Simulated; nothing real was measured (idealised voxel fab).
The document below concerns the process module designated voxel wiring stack.
The figure presents cross-section cut, which has a width of 195 nm and is divided into square cells with an edge length of 5 nm.
Think of the cross-section as a grid of square cells. We describe it in bands, top to bottom, and each band covers one or more rows of those cells. Look at the band entry: it leads with the top's height and the bottom's height in nm. Then it lists the materials left to right, with a width in nm for each. The word "full width" on a single material says that material fills the band edge to edge. The word "blank" is empty space. Heights are expressed relative to 0, this being the level below which the as-received wafer comprises one material exclusively. The lowest band is unbounded in the downward direction and is denoted as in "0 nm and below". So if you see something like "30->40" for the width, read it as the top row of the band sitting at the first number and the bottom row at the second, with every row in between moving by the same amount as the last. For the purposes of this document, the phrase "remained unchanged" attached to a step denotes that no cell within the cross-section was modified by that step. "Enclosed cavity list": sealed empty spaces, 8 cells or more, no open way to top, listed width x height at distance, with distance from the left edge and width, height and distance in nm. Formally, on a step line, whatever follows the settings is a remark that the simulator itself makes on the step. overlay nm: mask right of planned place by this much (step with mask). Neg. = left.

## Process steps - plan
step 1: RECEIVE [material Si]
step 2: CONFORMAL_DEP [material SiO2] [thk nm 15]
step 3: CONFORMAL_DEP [material SiN] [thk nm 5]
step 4: DIRECTIONAL_DEP [material lowk] [thk nm 15]
step 5: PATTERN [tone open] [mask id METAL_1] [material resist] [width nm 30] [pitch nm 45] [thk nm 15] [overlay nm 0]
step 6: DIRECTIONAL_ETCH [etch materials lowk] [depth nm 15]
step 7: DIRECTIONAL_ETCH [etch materials SiN] [depth nm 5]
step 8: STRIP [etch materials resist]
step 9: CONFORMAL_DEP [material TiN] [thk nm 5]
step 10: FILL_DEP [material Cu] [thk nm 10]
step 11: CMP [height nm 35]
step 12: EPI [material Ru] [thk nm 5]
step 13: FILL_DEP [material SiCN] [thk nm 5]
step 14: DIRECTIONAL_DEP [material lowk] [thk nm 15]
step 15: PATTERN [tone open] [mask id PLUG_1] [material resist] [width nm 15] [pitch nm 45] [thk nm 15] [overlay nm 0]
step 16: DIRECTIONAL_ETCH [etch materials lowk] [depth nm 15]
step 17: DIRECTIONAL_ETCH [etch materials SiCN] [depth nm 5]
step 18: STRIP [etch materials resist]
step 19: EPI [material Ru] [thk nm 10]
step 20: EPI [material Ru] [thk nm 10]
step 21: DIRECTIONAL_DEP [material TiN] [thk nm 5]
step 22: DIRECTIONAL_DEP [material Ru] [thk nm 20]
step 23: MASKED_ETCH [tone cover] [mask id METAL_2] [width nm 30] [pitch nm 45] [etch materials Ru] [depth nm 20] [overlay nm 0]
step 24: MASKED_ETCH [tone cover] [mask id METAL_2] [width nm 30] [pitch nm 45] [etch materials TiN] [depth nm 5] [overlay nm 0]
step 25: FILL_DEP [material SiO2] [thk nm 5]
step 26: CMP [height nm 85]
step 27: CONFORMAL_DEP [material SiCN] [thk nm 5]
step 28: DIRECTIONAL_DEP [material SiO2] [thk nm 30]
step 29: PATTERN [tone open] [mask id METAL_3] [material resist] [width nm 30] [pitch nm 45] [thk nm 15] [overlay nm 0]
step 30: DIRECTIONAL_ETCH [etch materials SiO2] [depth nm 20]
step 31: STRIP [etch materials resist]
step 32: PATTERN [tone open] [mask id METAL_3_HOLES] [material resist] [width nm 15] [pitch nm 90] [thk nm 15] [overlay nm 0]
step 33: DIRECTIONAL_ETCH [etch materials SiO2] [depth nm 10]
step 34: DIRECTIONAL_ETCH [etch materials SiCN] [depth nm 5]
step 35: STRIP [etch materials resist]
step 36: CONFORMAL_DEP [material TiN] [thk nm 5]
step 37: FILL_DEP [material Cu] [thk nm 10]
step 38: CMP [height nm 120]
step 39: CONFORMAL_DEP [material SiCN] [thk nm 5]

## First of two wafers - as planned

## Delivered wafer in cross-section: state after step 1
0 nm and below = Si full width
Enclosed cavity list: none

## The wafer in cross-section once step 2 is complete
15 nm to 0 nm = SiO2 full width
Everything below 0 is unchanged.

## The wafer in cross-section once step 3 is complete
20 nm to 15 nm = SiN full width
Everything below 15 is unchanged.

## The wafer in cross-section once step 4 is complete
35 nm to 20 nm = lowk full width
Everything below 20 is unchanged.

## The wafer in cross-section once step 5 is complete
50 nm to 35 nm = 15 nm resist; 30 nm blank; 15 nm resist; 30 nm blank; 15 nm resist; 30 nm blank; 15 nm resist; 30 nm blank; 15 nm resist
Everything below 35 is unchanged.

## The wafer in cross-section once step 6 is complete
50 nm to 35 nm = 15 nm resist; 30 nm blank; 15 nm resist; 30 nm blank; 15 nm resist; 30 nm blank; 15 nm resist; 30 nm blank; 15 nm resist
35 nm to 20 nm = 15 nm lowk; 30 nm blank; 15 nm lowk; 30 nm blank; 15 nm lowk; 30 nm blank; 15 nm lowk; 30 nm blank; 15 nm lowk
Everything below 20 is unchanged.

## The wafer in cross-section once step 7 is complete
50 nm to 35 nm = 15 nm resist; 30 nm blank; 15 nm resist; 30 nm blank; 15 nm resist; 30 nm blank; 15 nm resist; 30 nm blank; 15 nm resist
35 nm to 20 nm = 15 nm lowk; 30 nm blank; 15 nm lowk; 30 nm blank; 15 nm lowk; 30 nm blank; 15 nm lowk; 30 nm blank; 15 nm lowk
20 nm to 15 nm = 15 nm SiN; 30 nm blank; 15 nm SiN; 30 nm blank; 15 nm SiN; 30 nm blank; 15 nm SiN; 30 nm blank; 15 nm SiN
Everything below 15 is unchanged.

## The wafer in cross-section once step 8 is complete
35 nm to 20 nm = 15 nm lowk; 30 nm blank; 15 nm lowk; 30 nm blank; 15 nm lowk; 30 nm blank; 15 nm lowk; 30 nm blank; 15 nm lowk
Everything below 20 is unchanged.

## The wafer in cross-section once step 9 is complete
40 nm to 35 nm = 20 nm TiN; 20 nm blank; 25 nm TiN; 20 nm blank; 25 nm TiN; 20 nm blank; 25 nm TiN; 20 nm blank; 20 nm TiN
35 nm to 20 nm = 15 nm lowk; 5 nm TiN; 20 nm blank; 5 nm TiN; 15 nm lowk; 5 nm TiN; 20 nm blank; 5 nm TiN; 15 nm lowk; 5 nm TiN; 20 nm blank; 5 nm TiN; 15 nm lowk; 5 nm TiN; 20 nm blank; 5 nm TiN; 15 nm lowk
20 nm to 15 nm = 15 nm SiN; 30 nm TiN; 15 nm SiN; 30 nm TiN; 15 nm SiN; 30 nm TiN; 15 nm SiN; 30 nm TiN; 15 nm SiN
Everything below 15 is unchanged.

## The wafer in cross-section once step 10 is complete
50 nm to 40 nm = Cu full width
40 nm to 35 nm = 20 nm TiN; 20 nm Cu; 25 nm TiN; 20 nm Cu; 25 nm TiN; 20 nm Cu; 25 nm TiN; 20 nm Cu; 20 nm TiN
35 nm to 20 nm = 15 nm lowk; 5 nm TiN; 20 nm Cu; 5 nm TiN; 15 nm lowk; 5 nm TiN; 20 nm Cu; 5 nm TiN; 15 nm lowk; 5 nm TiN; 20 nm Cu; 5 nm TiN; 15 nm lowk; 5 nm TiN; 20 nm Cu; 5 nm TiN; 15 nm lowk
Everything below 20 is unchanged.

## The wafer in cross-section once step 11 is complete
35 nm to 20 nm = 15 nm lowk; 5 nm TiN; 20 nm Cu; 5 nm TiN; 15 nm lowk; 5 nm TiN; 20 nm Cu; 5 nm TiN; 15 nm lowk; 5 nm TiN; 20 nm Cu; 5 nm TiN; 15 nm lowk; 5 nm TiN; 20 nm Cu; 5 nm TiN; 15 nm lowk
Everything below 20 is unchanged.

## The wafer in cross-section once step 12 is complete
40 nm to 35 nm = 10 nm blank; 40 nm Ru; 5 nm blank; 40 nm Ru; 5 nm blank; 40 nm Ru; 5 nm blank; 40 nm Ru; 10 nm blank
Everything below 35 is unchanged.

## The wafer in cross-section once step 13 is complete
45 nm to 40 nm = SiCN full width
40 nm to 35 nm = 10 nm SiCN; 40 nm Ru; 5 nm SiCN; 40 nm Ru; 5 nm SiCN; 40 nm Ru; 5 nm SiCN; 40 nm Ru; 10 nm SiCN
Everything below 35 is unchanged.

## The wafer in cross-section once step 14 is complete
60 nm to 45 nm = lowk full width
Everything below 45 is unchanged.

## The wafer in cross-section once step 15 is complete
75 nm to 60 nm = 15 nm resist; 15 nm blank; 30 nm resist; 15 nm blank; 30 nm resist; 15 nm blank; 30 nm resist; 15 nm blank; 30 nm resist
Everything below 60 is unchanged.

## The wafer in cross-section once step 16 is complete
75 nm to 60 nm = 15 nm resist; 15 nm blank; 30 nm resist; 15 nm blank; 30 nm resist; 15 nm blank; 30 nm resist; 15 nm blank; 30 nm resist
60 nm to 45 nm = 15 nm lowk; 15 nm blank; 30 nm lowk; 15 nm blank; 30 nm lowk; 15 nm blank; 30 nm lowk; 15 nm blank; 30 nm lowk
Everything below 45 is unchanged.

## The wafer in cross-section once step 17 is complete
75 nm to 60 nm = 15 nm resist; 15 nm blank; 30 nm resist; 15 nm blank; 30 nm resist; 15 nm blank; 30 nm resist; 15 nm blank; 30 nm resist
60 nm to 45 nm = 15 nm lowk; 15 nm blank; 30 nm lowk; 15 nm blank; 30 nm lowk; 15 nm blank; 30 nm lowk; 15 nm blank; 30 nm lowk
45 nm to 40 nm = 15 nm SiCN; 15 nm blank; 30 nm SiCN; 15 nm blank; 30 nm SiCN; 15 nm blank; 30 nm SiCN; 15 nm blank; 30 nm SiCN
Everything below 40 is unchanged.

## The wafer in cross-section once step 18 is complete
60 nm to 45 nm = 15 nm lowk; 15 nm blank; 30 nm lowk; 15 nm blank; 30 nm lowk; 15 nm blank; 30 nm lowk; 15 nm blank; 30 nm lowk
Everything below 45 is unchanged.

## The wafer in cross-section once step 19 is complete
60 nm to 50 nm = 15 nm lowk; 15 nm blank; 30 nm lowk; 15 nm blank; 30 nm lowk; 15 nm blank; 30 nm lowk; 15 nm blank; 30 nm lowk
50 nm to 45 nm = 15 nm lowk; 15 nm Ru; 30 nm lowk; 15 nm Ru; 30 nm lowk; 15 nm Ru; 30 nm lowk; 15 nm Ru; 30 nm lowk
45 nm to 35 nm = 15->10 nm SiCN; 15->40 nm Ru; 30->5 nm SiCN; 15->40 nm Ru; 30->5 nm SiCN; 15->40 nm Ru; 30->5 nm SiCN; 15->40 nm Ru; 30->10 nm SiCN
Everything below 35 is unchanged.

## The wafer in cross-section once step 20 is complete
60 nm to 45 nm = 15 nm lowk; 15 nm Ru; 30 nm lowk; 15 nm Ru; 30 nm lowk; 15 nm Ru; 30 nm lowk; 15 nm Ru; 30 nm lowk
Everything below 45 is unchanged.

## The wafer in cross-section once step 21 is complete
65 nm to 60 nm = TiN full width
Everything below 60 is unchanged.

## The wafer in cross-section once step 22 is complete
85 nm to 65 nm = Ru full width
Everything below 65 is unchanged.

## The wafer in cross-section once step 23 is complete
85 nm to 65 nm = 15 nm blank; 30 nm Ru; 15 nm blank; 30 nm Ru; 15 nm blank; 30 nm Ru; 15 nm blank; 30 nm Ru; 15 nm blank
Everything below 65 is unchanged.

## The wafer in cross-section once step 24 is complete
85 nm to 65 nm = 15 nm blank; 30 nm Ru; 15 nm blank; 30 nm Ru; 15 nm blank; 30 nm Ru; 15 nm blank; 30 nm Ru; 15 nm blank
65 nm to 60 nm = 15 nm blank; 30 nm TiN; 15 nm blank; 30 nm TiN; 15 nm blank; 30 nm TiN; 15 nm blank; 30 nm TiN; 15 nm blank
Everything below 60 is unchanged.

## The wafer in cross-section once step 25 is complete
90 nm to 85 nm = SiO2 full width
85 nm to 65 nm = 15 nm SiO2; 30 nm Ru; 15 nm SiO2; 30 nm Ru; 15 nm SiO2; 30 nm Ru; 15 nm SiO2; 30 nm Ru; 15 nm SiO2
65 nm to 60 nm = 15 nm SiO2; 30 nm TiN; 15 nm SiO2; 30 nm TiN; 15 nm SiO2; 30 nm TiN; 15 nm SiO2; 30 nm TiN; 15 nm SiO2
Everything below 60 is unchanged.

## The wafer in cross-section once step 26 is complete
85 nm to 65 nm = 15 nm SiO2; 30 nm Ru; 15 nm SiO2; 30 nm Ru; 15 nm SiO2; 30 nm Ru; 15 nm SiO2; 30 nm Ru; 15 nm SiO2
Everything below 65 is unchanged.

## The wafer in cross-section once step 27 is complete
90 nm to 85 nm = SiCN full width
Everything below 85 is unchanged.

## The wafer in cross-section once step 28 is complete
120 nm to 90 nm = SiO2 full width
Everything below 90 is unchanged.

## The wafer in cross-section once step 29 is complete
135 nm to 120 nm = 15 nm resist; 30 nm blank; 15 nm resist; 30 nm blank; 15 nm resist; 30 nm blank; 15 nm resist; 30 nm blank; 15 nm resist
Everything below 120 is unchanged.

## The wafer in cross-section once step 30 is complete
135 nm to 120 nm = 15 nm resist; 30 nm blank; 15 nm resist; 30 nm blank; 15 nm resist; 30 nm blank; 15 nm resist; 30 nm blank; 15 nm resist
120 nm to 100 nm = 15 nm SiO2; 30 nm blank; 15 nm SiO2; 30 nm blank; 15 nm SiO2; 30 nm blank; 15 nm SiO2; 30 nm blank; 15 nm SiO2
Everything below 100 is unchanged.

## The wafer in cross-section once step 31 is complete
120 nm to 100 nm = 15 nm SiO2; 30 nm blank; 15 nm SiO2; 30 nm blank; 15 nm SiO2; 30 nm blank; 15 nm SiO2; 30 nm blank; 15 nm SiO2
Everything below 100 is unchanged.

## The wafer in cross-section once step 32 is complete
135 nm to 120 nm = 15 nm resist; 15 nm blank; 75 nm resist; 15 nm blank; 75 nm resist
120 nm to 100 nm = 15 nm SiO2; 15 nm blank; 15 nm resist; 15 nm SiO2; 30 nm resist; 15 nm SiO2; 15 nm blank; 15 nm resist; 15 nm SiO2; 30 nm resist; 15 nm SiO2
Everything below 100 is unchanged.

## The wafer in cross-section once step 33 is complete
135 nm to 120 nm = 15 nm resist; 15 nm blank; 75 nm resist; 15 nm blank; 75 nm resist
120 nm to 100 nm = 15 nm SiO2; 15 nm blank; 15 nm resist; 15 nm SiO2; 30 nm resist; 15 nm SiO2; 15 nm blank; 15 nm resist; 15 nm SiO2; 30 nm resist; 15 nm SiO2
100 nm to 90 nm = 15 nm SiO2; 15 nm blank; 75 nm SiO2; 15 nm blank; 75 nm SiO2
Everything below 90 is unchanged.

## The wafer in cross-section once step 34 is complete
135 nm to 120 nm = 15 nm resist; 15 nm blank; 75 nm resist; 15 nm blank; 75 nm resist
120 nm to 100 nm = 15 nm SiO2; 15 nm blank; 15 nm resist; 15 nm SiO2; 30 nm resist; 15 nm SiO2; 15 nm blank; 15 nm resist; 15 nm SiO2; 30 nm resist; 15 nm SiO2
100 nm to 90 nm = 15 nm SiO2; 15 nm blank; 75 nm SiO2; 15 nm blank; 75 nm SiO2
90 nm to 85 nm = 15 nm SiCN; 15 nm blank; 75 nm SiCN; 15 nm blank; 75 nm SiCN
Everything below 85 is unchanged.

## The wafer in cross-section once step 35 is complete
120 nm to 100 nm = 15 nm SiO2; 30 nm blank; 15 nm SiO2; 30 nm blank; 15 nm SiO2; 30 nm blank; 15 nm SiO2; 30 nm blank; 15 nm SiO2
Everything below 100 is unchanged.

## The wafer in cross-section once step 36 is complete
125 nm to 120 nm = 20 nm TiN; 20 nm blank; 25 nm TiN; 20 nm blank; 25 nm TiN; 20 nm blank; 25 nm TiN; 20 nm blank; 20 nm TiN
120 nm to 105 nm = 15 nm SiO2; 5 nm TiN; 20 nm blank; 5 nm TiN; 15 nm SiO2; 5 nm TiN; 20 nm blank; 5 nm TiN; 15 nm SiO2; 5 nm TiN; 20 nm blank; 5 nm TiN; 15 nm SiO2; 5 nm TiN; 20 nm blank; 5 nm TiN; 15 nm SiO2
105 nm to 100 nm = 15 nm SiO2; 5 nm TiN; 5 nm blank; 20 nm TiN; 15 nm SiO2; 30 nm TiN; 15 nm SiO2; 5 nm TiN; 5 nm blank; 20 nm TiN; 15 nm SiO2; 30 nm TiN; 15 nm SiO2
100 nm to 90 nm = 15 nm SiO2; 5 nm TiN; 5 nm blank; 5 nm TiN; 75 nm SiO2; 5 nm TiN; 5 nm blank; 5 nm TiN; 75 nm SiO2
90 nm to 85 nm = 15 nm SiCN; 15 nm TiN; 75 nm SiCN; 15 nm TiN; 75 nm SiCN
Everything below 85 is unchanged.

## The wafer in cross-section once step 37 is complete
135 nm to 125 nm = Cu full width
125 nm to 120 nm = 20 nm TiN; 20 nm Cu; 25 nm TiN; 20 nm Cu; 25 nm TiN; 20 nm Cu; 25 nm TiN; 20 nm Cu; 20 nm TiN
120 nm to 105 nm = 15 nm SiO2; 5 nm TiN; 20 nm Cu; 5 nm TiN; 15 nm SiO2; 5 nm TiN; 20 nm Cu; 5 nm TiN; 15 nm SiO2; 5 nm TiN; 20 nm Cu; 5 nm TiN; 15 nm SiO2; 5 nm TiN; 20 nm Cu; 5 nm TiN; 15 nm SiO2
105 nm to 100 nm = 15 nm SiO2; 5 nm TiN; 5 nm Cu; 20 nm TiN; 15 nm SiO2; 30 nm TiN; 15 nm SiO2; 5 nm TiN; 5 nm Cu; 20 nm TiN; 15 nm SiO2; 30 nm TiN; 15 nm SiO2
100 nm to 90 nm = 15 nm SiO2; 5 nm TiN; 5 nm Cu; 5 nm TiN; 75 nm SiO2; 5 nm TiN; 5 nm Cu; 5 nm TiN; 75 nm SiO2
Everything below 90 is unchanged.

## The wafer in cross-section once step 38 is complete
120 nm to 105 nm = 15 nm SiO2; 5 nm TiN; 20 nm Cu; 5 nm TiN; 15 nm SiO2; 5 nm TiN; 20 nm Cu; 5 nm TiN; 15 nm SiO2; 5 nm TiN; 20 nm Cu; 5 nm TiN; 15 nm SiO2; 5 nm TiN; 20 nm Cu; 5 nm TiN; 15 nm SiO2
Everything below 105 is unchanged.

## The wafer in cross-section once step 39 is complete
125 nm to 120 nm = SiCN full width
Everything below 120 is unchanged.

## second wafer: like start, like plan, one mistake. Through step 15 it matches the first wafer

## What the second wafer looks like in cross-section when step 16 should have wrapped up
75 nm to 60 nm = 15 nm resist; 15 nm blank; 30 nm resist; 15 nm blank; 30 nm resist; 15 nm blank; 30 nm resist; 15 nm blank; 30 nm resist
60 nm to 50 nm = 15 nm lowk; 15 nm blank; 30 nm lowk; 15 nm blank; 30 nm lowk; 15 nm blank; 30 nm lowk; 15 nm blank; 30 nm lowk
Everything below 50 is unchanged.

What the second wafer looks like in cross-section when step 17 should have wrapped up: remained unchanged

## What the second wafer looks like in cross-section when step 18 should have wrapped up
60 nm to 50 nm = 15 nm lowk; 15 nm blank; 30 nm lowk; 15 nm blank; 30 nm lowk; 15 nm blank; 30 nm lowk; 15 nm blank; 30 nm lowk
Everything below 50 is unchanged.

What the second wafer looks like in cross-section when step 19 should have wrapped up: remained unchanged

What the second wafer looks like in cross-section when step 20 should have wrapped up: remained unchanged

## What the second wafer looks like in cross-section when step 21 should have wrapped up
65 nm to 60 nm = 15 nm TiN; 15 nm blank; 30 nm TiN; 15 nm blank; 30 nm TiN; 15 nm blank; 30 nm TiN; 15 nm blank; 30 nm TiN
60 nm to 55 nm = 15 nm lowk; 15 nm blank; 30 nm lowk; 15 nm blank; 30 nm lowk; 15 nm blank; 30 nm lowk; 15 nm blank; 30 nm lowk
55 nm to 50 nm = 15 nm lowk; 15 nm TiN; 30 nm lowk; 15 nm TiN; 30 nm lowk; 15 nm TiN; 30 nm lowk; 15 nm TiN; 30 nm lowk
Everything below 50 is unchanged.

## What the second wafer looks like in cross-section when step 22 should have wrapped up
85 nm to 75 nm = 15 nm Ru; 15 nm blank; 30 nm Ru; 15 nm blank; 30 nm Ru; 15 nm blank; 30 nm Ru; 15 nm blank; 30 nm Ru
75 nm to 65 nm = Ru full width
65 nm to 60 nm = 15 nm TiN; 15 nm Ru; 30 nm TiN; 15 nm Ru; 30 nm TiN; 15 nm Ru; 30 nm TiN; 15 nm Ru; 30 nm TiN
60 nm to 55 nm = 15 nm lowk; 15 nm Ru; 30 nm lowk; 15 nm Ru; 30 nm lowk; 15 nm Ru; 30 nm lowk; 15 nm Ru; 30 nm lowk
Everything below 55 is unchanged.

## What the second wafer looks like in cross-section when step 23 should have wrapped up
85 nm to 75 nm = 30 nm blank; 15 nm Ru; 30 nm blank; 15 nm Ru; 30 nm blank; 15 nm Ru; 30 nm blank; 15 nm Ru; 15 nm blank
75 nm to 65 nm = 15 nm blank; 30 nm Ru; 15 nm blank; 30 nm Ru; 15 nm blank; 30 nm Ru; 15 nm blank; 30 nm Ru; 15 nm blank
Everything below 65 is unchanged.

## What the second wafer looks like in cross-section when step 24 should have wrapped up
85 nm to 75 nm = 30 nm blank; 15 nm Ru; 30 nm blank; 15 nm Ru; 30 nm blank; 15 nm Ru; 30 nm blank; 15 nm Ru; 15 nm blank
75 nm to 65 nm = 15 nm blank; 30 nm Ru; 15 nm blank; 30 nm Ru; 15 nm blank; 30 nm Ru; 15 nm blank; 30 nm Ru; 15 nm blank
65 nm to 60 nm = 15 nm blank; 15 nm Ru; 15 nm TiN; 15 nm blank; 15 nm Ru; 15 nm TiN; 15 nm blank; 15 nm Ru; 15 nm TiN; 15 nm blank; 15 nm Ru; 15 nm TiN; 15 nm blank
Everything below 60 is unchanged.

## What the second wafer looks like in cross-section when step 25 should have wrapped up
90 nm to 85 nm = SiO2 full width
85 nm to 75 nm = 30 nm SiO2; 15 nm Ru; 30 nm SiO2; 15 nm Ru; 30 nm SiO2; 15 nm Ru; 30 nm SiO2; 15 nm Ru; 15 nm SiO2
75 nm to 65 nm = 15 nm SiO2; 30 nm Ru; 15 nm SiO2; 30 nm Ru; 15 nm SiO2; 30 nm Ru; 15 nm SiO2; 30 nm Ru; 15 nm SiO2
65 nm to 60 nm = 15 nm SiO2; 15 nm Ru; 15 nm TiN; 15 nm SiO2; 15 nm Ru; 15 nm TiN; 15 nm SiO2; 15 nm Ru; 15 nm TiN; 15 nm SiO2; 15 nm Ru; 15 nm TiN; 15 nm SiO2
Everything below 60 is unchanged.

## What the second wafer looks like in cross-section when step 26 should have wrapped up
85 nm to 75 nm = 30 nm SiO2; 15 nm Ru; 30 nm SiO2; 15 nm Ru; 30 nm SiO2; 15 nm Ru; 30 nm SiO2; 15 nm Ru; 15 nm SiO2
Everything below 75 is unchanged.

## What the second wafer looks like in cross-section when step 27 should have wrapped up
90 nm to 85 nm = SiCN full width
Everything below 85 is unchanged.

## What the second wafer looks like in cross-section when step 28 should have wrapped up
120 nm to 90 nm = SiO2 full width
Everything below 90 is unchanged.

## What the second wafer looks like in cross-section when step 29 should have wrapped up
135 nm to 120 nm = 15 nm resist; 30 nm blank; 15 nm resist; 30 nm blank; 15 nm resist; 30 nm blank; 15 nm resist; 30 nm blank; 15 nm resist
Everything below 120 is unchanged.

## What the second wafer looks like in cross-section when step 30 should have wrapped up
135 nm to 120 nm = 15 nm resist; 30 nm blank; 15 nm resist; 30 nm blank; 15 nm resist; 30 nm blank; 15 nm resist; 30 nm blank; 15 nm resist
120 nm to 100 nm = 15 nm SiO2; 30 nm blank; 15 nm SiO2; 30 nm blank; 15 nm SiO2; 30 nm blank; 15 nm SiO2; 30 nm blank; 15 nm SiO2
Everything below 100 is unchanged.

## What the second wafer looks like in cross-section when step 31 should have wrapped up
120 nm to 100 nm = 15 nm SiO2; 30 nm blank; 15 nm SiO2; 30 nm blank; 15 nm SiO2; 30 nm blank; 15 nm SiO2; 30 nm blank; 15 nm SiO2
Everything below 100 is unchanged.

## What the second wafer looks like in cross-section when step 32 should have wrapped up
135 nm to 120 nm = 15 nm resist; 15 nm blank; 75 nm resist; 15 nm blank; 75 nm resist
120 nm to 100 nm = 15 nm SiO2; 15 nm blank; 15 nm resist; 15 nm SiO2; 30 nm resist; 15 nm SiO2; 15 nm blank; 15 nm resist; 15 nm SiO2; 30 nm resist; 15 nm SiO2
Everything below 100 is unchanged.

## What the second wafer looks like in cross-section when step 33 should have wrapped up
135 nm to 120 nm = 15 nm resist; 15 nm blank; 75 nm resist; 15 nm blank; 75 nm resist
120 nm to 100 nm = 15 nm SiO2; 15 nm blank; 15 nm resist; 15 nm SiO2; 30 nm resist; 15 nm SiO2; 15 nm blank; 15 nm resist; 15 nm SiO2; 30 nm resist; 15 nm SiO2
100 nm to 90 nm = 15 nm SiO2; 15 nm blank; 75 nm SiO2; 15 nm blank; 75 nm SiO2
Everything below 90 is unchanged.

## What the second wafer looks like in cross-section when step 34 should have wrapped up
135 nm to 120 nm = 15 nm resist; 15 nm blank; 75 nm resist; 15 nm blank; 75 nm resist
120 nm to 100 nm = 15 nm SiO2; 15 nm blank; 15 nm resist; 15 nm SiO2; 30 nm resist; 15 nm SiO2; 15 nm blank; 15 nm resist; 15 nm SiO2; 30 nm resist; 15 nm SiO2
100 nm to 90 nm = 15 nm SiO2; 15 nm blank; 75 nm SiO2; 15 nm blank; 75 nm SiO2
90 nm to 85 nm = 15 nm SiCN; 15 nm blank; 75 nm SiCN; 15 nm blank; 75 nm SiCN
Everything below 85 is unchanged.

## What the second wafer looks like in cross-section when step 35 should have wrapped up
120 nm to 100 nm = 15 nm SiO2; 30 nm blank; 15 nm SiO2; 30 nm blank; 15 nm SiO2; 30 nm blank; 15 nm SiO2; 30 nm blank; 15 nm SiO2
Everything below 100 is unchanged.

## What the second wafer looks like in cross-section when step 36 should have wrapped up
125 nm to 120 nm = 20 nm TiN; 20 nm blank; 25 nm TiN; 20 nm blank; 25 nm TiN; 20 nm blank; 25 nm TiN; 20 nm blank; 20 nm TiN
120 nm to 105 nm = 15 nm SiO2; 5 nm TiN; 20 nm blank; 5 nm TiN; 15 nm SiO2; 5 nm TiN; 20 nm blank; 5 nm TiN; 15 nm SiO2; 5 nm TiN; 20 nm blank; 5 nm TiN; 15 nm SiO2; 5 nm TiN; 20 nm blank; 5 nm TiN; 15 nm SiO2
105 nm to 100 nm = 15 nm SiO2; 5 nm TiN; 5 nm blank; 20 nm TiN; 15 nm SiO2; 30 nm TiN; 15 nm SiO2; 5 nm TiN; 5 nm blank; 20 nm TiN; 15 nm SiO2; 30 nm TiN; 15 nm SiO2
100 nm to 90 nm = 15 nm SiO2; 5 nm TiN; 5 nm blank; 5 nm TiN; 75 nm SiO2; 5 nm TiN; 5 nm blank; 5 nm TiN; 75 nm SiO2
90 nm to 85 nm = 15 nm SiCN; 15 nm TiN; 75 nm SiCN; 15 nm TiN; 75 nm SiCN
Everything below 85 is unchanged.

## What the second wafer looks like in cross-section when step 37 should have wrapped up
135 nm to 125 nm = Cu full width
125 nm to 120 nm = 20 nm TiN; 20 nm Cu; 25 nm TiN; 20 nm Cu; 25 nm TiN; 20 nm Cu; 25 nm TiN; 20 nm Cu; 20 nm TiN
120 nm to 105 nm = 15 nm SiO2; 5 nm TiN; 20 nm Cu; 5 nm TiN; 15 nm SiO2; 5 nm TiN; 20 nm Cu; 5 nm TiN; 15 nm SiO2; 5 nm TiN; 20 nm Cu; 5 nm TiN; 15 nm SiO2; 5 nm TiN; 20 nm Cu; 5 nm TiN; 15 nm SiO2
105 nm to 100 nm = 15 nm SiO2; 5 nm TiN; 5 nm Cu; 20 nm TiN; 15 nm SiO2; 30 nm TiN; 15 nm SiO2; 5 nm TiN; 5 nm Cu; 20 nm TiN; 15 nm SiO2; 30 nm TiN; 15 nm SiO2
100 nm to 90 nm = 15 nm SiO2; 5 nm TiN; 5 nm Cu; 5 nm TiN; 75 nm SiO2; 5 nm TiN; 5 nm Cu; 5 nm TiN; 75 nm SiO2
Everything below 90 is unchanged.

## What the second wafer looks like in cross-section when step 38 should have wrapped up
120 nm to 105 nm = 15 nm SiO2; 5 nm TiN; 20 nm Cu; 5 nm TiN; 15 nm SiO2; 5 nm TiN; 20 nm Cu; 5 nm TiN; 15 nm SiO2; 5 nm TiN; 20 nm Cu; 5 nm TiN; 15 nm SiO2; 5 nm TiN; 20 nm Cu; 5 nm TiN; 15 nm SiO2
Everything below 105 is unchanged.

## What the second wafer looks like in cross-section when step 39 should have wrapped up
125 nm to 120 nm = SiCN full width
Everything below 120 is unchanged.
Which mistake was made when the wafer was run? note that step 16 departed from the planned setting and was carried out as DIRECTIONAL_ETCH [etch materials lowk] [depth nm 10]
Final difference in cells, second wafer against first, listed per material as more or fewer: 48 fewer of Ru; 12 more of SiCN; 24 more of SiO2; 12 more of lowk
